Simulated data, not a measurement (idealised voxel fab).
The process module presented herein is designated voxel tone inversion.
Square cell edge 5 nm, section width 260 nm, ID cut.
Bands, listed from the top down, are how a cross-section gets written in this document; the cross-section itself is a grid of square cells, and a band is one or more rows of them. This entry defines a band. It first specifies the height of the band's top and the height of its bottom in nm, and then specifies the band's materials from left to right, stating each material with its width in nm. The word "all across" identifies a single material that fills the band from edge to edge, while the word "empty" identifies empty space. Note: height 0 marks the level under which the wafer is uniformly one material as received. Lowest band unbounded below, written "top 0, no bottom". Width: "30->40" (first number = top row, second number = bottom row, same change from row to row of cells). A step reported as "no alteration" is a step in which no cell of the cross-section changed. What "Enclosed void catalog" gives you is every empty space of 8 cells or more that is cut off from the top. Each appears as width x height at distance, with the distance taken from the left edge and width, height and distance all in nm. Anything after a step's settings on that line? It's the simulator's own note about the step. A step line may carry the setting "overlay nm", which, for steps involving a mask, states the distance by which the mask lay to the right of its intended position; negative values denote displacement to the left. Each pair below shows a cross-section before one step and the cross-section after it, down to the lowest band that changed. The line under each pair gives the step between them, with its settings. The pairs can come from different runs of this module on the same starting wafer, so a pair continues from the pair above only where its "Pre-process state" says so.

Pre-process state:
> top 0, no bottom | Si all across
> Enclosed void catalog: none

Cross-Section Thereafter:
> top 10, bottom 0 | SiCN all across
> Under 0: no change, same as before.
> Enclosed void catalog: none
The before and after cross-sections above are linked by CONFORMAL_DEP: material SiCN, thk nm 10

Pre-process state: this step begins from the cross-section that the pair just above shows after its step.

Cross-Section Thereafter:
> top 35, bottom 10 | aC all across
> Under 10: no change, same as before.
> Enclosed void catalog: none
The before and after cross-sections above are linked by DIRECTIONAL_DEP: material aC, thk nm 25

Pre-process state: this step begins from the cross-section that the pair just above shows after its step.

Cross-Section Thereafter:
> top 70, bottom 35 | empty 60  resist 25  empty 30  resist 25  empty 30  resist 25  empty 65
> Under 35: no change, same as before.
> Enclosed void catalog: none
The before and after cross-sections above are linked by PATTERN: tone cover, mask id POSTS, material resist, width nm 25, pitch nm 55, thk nm 35, overlay nm 0

Pre-process state: this step begins from the cross-section that the pair just above shows after its step.

Cross-Section Thereafter:
> top 45, bottom 35 | empty 60  resist 25  empty 30  resist 25  empty 30  resist 25  empty 65
> top 35, bottom 10 | empty 60  aC 25  empty 30  aC 25  empty 30  aC 25  empty 65
> Under 10: no change, same as before.
> Enclosed void catalog: none
The before and after cross-sections above are linked by DIRECTIONAL_ETCH: etch materials aC, depth nm 25

Pre-process state: this step begins from the cross-section that the pair just above shows after its step.

Cross-Section Thereafter:
> top 35, bottom 10 | empty 60  aC 25  empty 30  aC 25  empty 30  aC 25  empty 65
> Under 10: no change, same as before.
> Enclosed void catalog: none
The before and after cross-sections above are linked by STRIP: etch materials resist

Pre-process state: this step begins from the cross-section that the pair just above shows after its step.

Cross-Section Thereafter:
> top 40, bottom 35 | SiO2 all across
> top 35, bottom 10 | SiO2 60  aC 25  SiO2 30  aC 25  SiO2 30  aC 25  SiO2 65
> Under 10: no change, same as before.
> Enclosed void catalog: none
The before and after cross-sections above are linked by FILL_DEP: material SiO2, thk nm 5

Pre-process state: this step begins from the cross-section that the pair just above shows after its step.

Cross-Section Thereafter:
> top 35, bottom 10 | SiO2 60  aC 25  SiO2 30  aC 25  SiO2 30  aC 25  SiO2 65
> Under 10: no change, same as before.
> Enclosed void catalog: none
The before and after cross-sections above are linked by CMP: height nm 35

Pre-process state: this step begins from the cross-section that the pair just above shows after its step.

Cross-Section Thereafter:
> top 35, bottom 10 | SiO2 60  empty 25  SiO2 30  empty 25  SiO2 30  empty 25  SiO2 65
> Under 10: no change, same as before.
> Enclosed void catalog: none
The before and after cross-sections above are linked by STRIP: etch materials aC

Pre-process state:
> top 0, no bottom | Si all across
> Enclosed void catalog: none

Cross-Section Thereafter:
> top 25, bottom 0 | aC all across
> Under 0: no change, same as before.
> Enclosed void catalog: none
The before and after cross-sections above are linked by DIRECTIONAL_DEP: material aC, thk nm 25

Pre-process state: this step begins from the cross-section that the pair just above shows after its step.

Cross-Section Thereafter:
> top 35, bottom 25 | SiCN all across
> Under 25: no change, same as before.
> Enclosed void catalog: none
The before and after cross-sections above are linked by CONFORMAL_DEP: material SiCN, thk nm 10

Pre-process state: this step begins from the cross-section that the pair just above shows after its step.

Cross-Section Thereafter:
> top 70, bottom 35 | empty 60  resist 25  empty 30  resist 25  empty 30  resist 25  empty 65
> Under 35: no change, same as before.
> Enclosed void catalog: none
The before and after cross-sections above are linked by PATTERN: tone cover, mask id POSTS, material resist, width nm 25, pitch nm 55, thk nm 35, overlay nm 0

Pre-process state: this step begins from the cross-section that the pair just above shows after its step.

Cross-Section Thereafter:
> top 45, bottom 35 | empty 60  resist 25  empty 30  resist 25  empty 30  resist 25  empty 65
> Under 35: no change, same as before.
> Enclosed void catalog: none
The before and after cross-sections above are linked by DIRECTIONAL_ETCH: etch materials aC, depth nm 25

Pre-process state: this step begins from the cross-section that the pair just above shows after its step.

Cross-Section Thereafter:
> top 35, bottom 25 | SiCN all across
> Under 25: no change, same as before.
> Enclosed void catalog: none
The before and after cross-sections above are linked by STRIP: etch materials resist

Pre-process state: this step begins from the cross-section that the pair just above shows after its step.

Cross-Section Thereafter:
> top 40, bottom 35 | SiO2 all across
> Under 35: no change, same as before.
> Enclosed void catalog: none
The before and after cross-sections above are linked by FILL_DEP: material SiO2, thk nm 5

Pre-process state: this step begins from the cross-section that the pair just above shows after its step.

Cross-Section Thereafter:
> top 35, bottom 25 | SiCN all across
> Under 25: no change, same as before.
> Enclosed void catalog: none
The before and after cross-sections above are linked by CMP: height nm 35

Pre-process state:
> top 0, no bottom | Si all across
> Enclosed void catalog: none

Cross-Section Thereafter:
> top 15, bottom 0 | SiCN all across
> Under 0: no change, same as before.
> Enclosed void catalog: none
The before and after cross-sections above are linked by CONFORMAL_DEP: material SiCN, thk nm 15

Pre-process state: this step begins from the cross-section that the pair just above shows after its step.

Cross-Section Thereafter:
> top 40, bottom 15 | aC all across
> Under 15: no change, same as before.
> Enclosed void catalog: none
The before and after cross-sections above are linked by DIRECTIONAL_DEP: material aC, thk nm 25

Pre-process state: this step begins from the cross-section that the pair just above shows after its step.

Cross-Section Thereafter:
> top 75, bottom 40 | empty 60  resist 25  empty 30  resist 25  empty 30  resist 25  empty 65
> Under 40: no change, same as before.
> Enclosed void catalog: none
The before and after cross-sections above are linked by PATTERN: tone cover, mask id POSTS, material resist, width nm 25, pitch nm 55, thk nm 35, overlay nm 0

Pre-process state: this step begins from the cross-section that the pair just above shows after its step.

Cross-Section Thereafter:
> top 50, bottom 40 | empty 60  resist 25  empty 30  resist 25  empty 30  resist 25  empty 65
> top 40, bottom 15 | empty 60  aC 25  empty 30  aC 25  empty 30  aC 25  empty 65
> Under 15: no change, same as before.
> Enclosed void catalog: none
The before and after cross-sections above are linked by DIRECTIONAL_ETCH: etch materials aC, depth nm 25

Pre-process state: this step begins from the cross-section that the pair just above shows after its step.

Cross-Section Thereafter:
> top 40, bottom 15 | empty 60  aC 25  empty 30  aC 25  empty 30  aC 25  empty 65
> Under 15: no change, same as before.
> Enclosed void catalog: none
The before and after cross-sections above are linked by STRIP: etch materials resist

Pre-process state: this step begins from the cross-section that the pair just above shows after its step.

Cross-Section Thereafter:
> top 45, bottom 40 | SiO2 all across
> top 40, bottom 15 | SiO2 60  aC 25  SiO2 30  aC 25  SiO2 30  aC 25  SiO2 65
> Under 15: no change, same as before.
> Enclosed void catalog: none
The before and after cross-sections above are linked by FILL_DEP: material SiO2, thk nm 5

Pre-process state: this step begins from the cross-section that the pair just above shows after its step.

Cross-Section Thereafter:
> top 35, bottom 15 | SiO2 60  aC 25  SiO2 30  aC 25  SiO2 30  aC 25  SiO2 65
> Under 15: no change, same as before.
> Enclosed void catalog: none
The before and after cross-sections above are linked by CMP: height nm 35

Pre-process state: this step begins from the cross-section that the pair just above shows after its step.

Cross-Section Thereafter:
> top 35, bottom 15 | SiO2 60  empty 25  SiO2 30  empty 25  SiO2 30  empty 25  SiO2 65
> Under 15: no change, same as before.
> Enclosed void catalog: none
The before and after cross-sections above are linked by STRIP: etch materials aC

Pre-process state:
> top 35, bottom 10 | aC all across
> top 10, bottom 0 | SiCN all across
> top 0, no bottom | Si all across
> Enclosed void catalog: none

Cross-Section Thereafter:
> top 70, bottom 35 | empty 65  resist 15  empty 40  resist 15  empty 40  resist 15  empty 70
> Under 35: no change, same as before.
> Enclosed void catalog: none
The before and after cross-sections above are linked by PATTERN: tone cover, mask id POSTS, material resist, width nm 15, pitch nm 55, thk nm 35, overlay nm 0

Pre-process state: this step begins from the cross-section that the pair just above shows after its step.

Cross-Section Thereafter:
> top 45, bottom 35 | empty 65  resist 15  empty 40  resist 15  empty 40  resist 15  empty 70
> top 35, bottom 10 | empty 65  aC 15  empty 40  aC 15  empty 40  aC 15  empty 70
> Under 10: no change, same as before.
> Enclosed void catalog: none
The before and after cross-sections above are linked by DIRECTIONAL_ETCH: etch materials aC, depth nm 25

Pre-process state: this step begins from the cross-section that the pair just above shows after its step.

Cross-Section Thereafter:
> top 35, bottom 10 | empty 65  aC 15  empty 40  aC 15  empty 40  aC 15  empty 70
> Under 10: no change, same as before.
> Enclosed void catalog: none
The before and after cross-sections above are linked by STRIP: etch materials resist

Pre-process state: this step begins from the cross-section that the pair just above shows after its step.

Cross-Section Thereafter:
> top 40, bottom 35 | SiO2 all across
> top 35, bottom 10 | SiO2 65  aC 15  SiO2 40  aC 15  SiO2 40  aC 15  SiO2 70
> Under 10: no change, same as before.
> Enclosed void catalog: none
The before and after cross-sections above are linked by FILL_DEP: material SiO2, thk nm 5

Pre-process state: this step begins from the cross-section that the pair just above shows after its step.

Cross-Section Thereafter:
> top 35, bottom 10 | SiO2 65  aC 15  SiO2 40  aC 15  SiO2 40  aC 15  SiO2 70
> Under 10: no change, same as before.
> Enclosed void catalog: none
The before and after cross-sections above are linked by CMP: height nm 35

Pre-process state: this step begins from the cross-section that the pair just above shows after its step.

Cross-Section Thereafter:
> top 35, bottom 10 | SiO2 65  empty 15  SiO2 40  empty 15  SiO2 40  empty 15  SiO2 70
> Under 10: no change, same as before.
> Enclosed void catalog: none
The before and after cross-sections above are linked by STRIP: etch materials aC

Pre-process state:
> top 35, bottom 10 | aC all across
> top 10, bottom 0 | SiCN all across
> top 0, no bottom | Si all across
> Enclosed void catalog: none

Cross-Section Thereafter:
> top 70, bottom 35 | empty 70  resist 25  empty 30  resist 25  empty 30  resist 25  empty 55
> Under 35: no change, same as before.
> Enclosed void catalog: none
The before and after cross-sections above are linked by PATTERN: tone cover, mask id POSTS, material resist, width nm 25, pitch nm 55, thk nm 35, overlay nm 10

Pre-process state: this step begins from the cross-section that the pair just above shows after its step.

Cross-Section Thereafter:
> top 45, bottom 35 | empty 70  resist 25  empty 30  resist 25  empty 30  resist 25  empty 55
> top 35, bottom 10 | empty 70  aC 25  empty 30  aC 25  empty 30  aC 25  empty 55
> Under 10: no change, same as before.
> Enclosed void catalog: none
The before and after cross-sections above are linked by DIRECTIONAL_ETCH: etch materials aC, depth nm 25

Pre-process state: this step begins from the cross-section that the pair just above shows after its step.

Cross-Section Thereafter:
> top 35, bottom 10 | empty 70  aC 25  empty 30  aC 25  empty 30  aC 25  empty 55
> Under 10: no change, same as before.
> Enclosed void catalog: none
The before and after cross-sections above are linked by STRIP: etch materials resist

Pre-process state: this step begins from the cross-section that the pair just above shows after its step.

Cross-Section Thereafter:
> top 40, bottom 35 | SiO2 all across
> top 35, bottom 10 | SiO2 70  aC 25  SiO2 30  aC 25  SiO2 30  aC 25  SiO2 55
> Under 10: no change, same as before.
> Enclosed void catalog: none
The before and after cross-sections above are linked by FILL_DEP: material SiO2, thk nm 5

Pre-process state: this step begins from the cross-section that the pair just above shows after its step.

Cross-Section Thereafter:
> top 35, bottom 10 | SiO2 70  aC 25  SiO2 30  aC 25  SiO2 30  aC 25  SiO2 55
> Under 10: no change, same as before.
> Enclosed void catalog: none
The before and after cross-sections above are linked by CMP: height nm 35

Pre-process state: this step begins from the cross-section that the pair just above shows after its step.

Cross-Section Thereafter:
> top 35, bottom 10 | SiO2 70  empty 25  SiO2 30  empty 25  SiO2 30  empty 25  SiO2 55
> Under 10: no change, same as before.
> Enclosed void catalog: none
The before and after cross-sections above are linked by STRIP: etch materials aC

Pre-process state:
> top 35, bottom 10 | SiO2 60  aC 25  SiO2 30  aC 25  SiO2 30  aC 25  SiO2 65
> top 10, bottom 0 | SiCN all across
> top 0, no bottom | Si all across
> Enclosed void catalog: none

Cross-Section Thereafter:
> top 35, bottom 10 | empty 60  aC 25  empty 30  aC 25  empty 30  aC 25  empty 65
> Under 10: no change, same as before.
> Enclosed void catalog: none
The before and after cross-sections above are linked by STRIP: etch materials SiO2

Pre-process state:
> top 35, bottom 10 | aC all across
> top 10, bottom 0 | SiCN all across
> top 0, no bottom | Si all across
> Enclosed void catalog: none

Cross-Section Thereafter:
> top 70, bottom 35 | resist 60  empty 25  resist 30  empty 25  resist 30  empty 25  resist 65
> Under 35: no change, same as before.
> Enclosed void catalog: none
The before and after cross-sections above are linked by PATTERN: tone open, mask id POSTS, material resist, width nm 25, pitch nm 55, thk nm 35, overlay nm 0

Pre-process state: this step begins from the cross-section that the pair just above shows after its step.

Cross-Section Thereafter:
> top 45, bottom 35 | resist 60  empty 25  resist 30  empty 25  resist 30  empty 25  resist 65
> top 35, bottom 10 | aC 60  empty 25  aC 30  empty 25  aC 30  empty 25  aC 65
> Under 10: no change, same as before.
> Enclosed void catalog: none
The before and after cross-sections above are linked by DIRECTIONAL_ETCH: etch materials aC, depth nm 25

Pre-process state: this step begins from the cross-section that the pair just above shows after its step.

Cross-Section Thereafter:
> top 35, bottom 10 | aC 60  empty 25  aC 30  empty 25  aC 30  empty 25  aC 65
> Under 10: no change, same as before.
> Enclosed void catalog: none
The before and after cross-sections above are linked by STRIP: etch materials resist

Pre-process state: this step begins from the cross-section that the pair just above shows after its step.

Cross-Section Thereafter:
> top 40, bottom 35 | SiO2 all across
> top 35, bottom 10 | aC 60  SiO2 25  aC 30  SiO2 25  aC 30  SiO2 25  aC 65
> Under 10: no change, same as before.
> Enclosed void catalog: none
The before and after cross-sections above are linked by FILL_DEP: material SiO2, thk nm 5

Pre-process state: this step begins from the cross-section that the pair just above shows after its step.

Cross-Section Thereafter:
> top 35, bottom 10 | aC 60  SiO2 25  aC 30  SiO2 25  aC 30  SiO2 25  aC 65
> Under 10: no change, same as before.
> Enclosed void catalog: none
The before and after cross-sections above are linked by CMP: height nm 35

Pre-process state: this step begins from the cross-section that the pair just above shows after its step.

Cross-Section Thereafter:
> top 35, bottom 10 | empty 60  SiO2 25  empty 30  SiO2 25  empty 30  SiO2 25  empty 65
> Under 10: no change, same as before.
> Enclosed void catalog: none
The before and after cross-sections above are linked by STRIP: etch materials aC
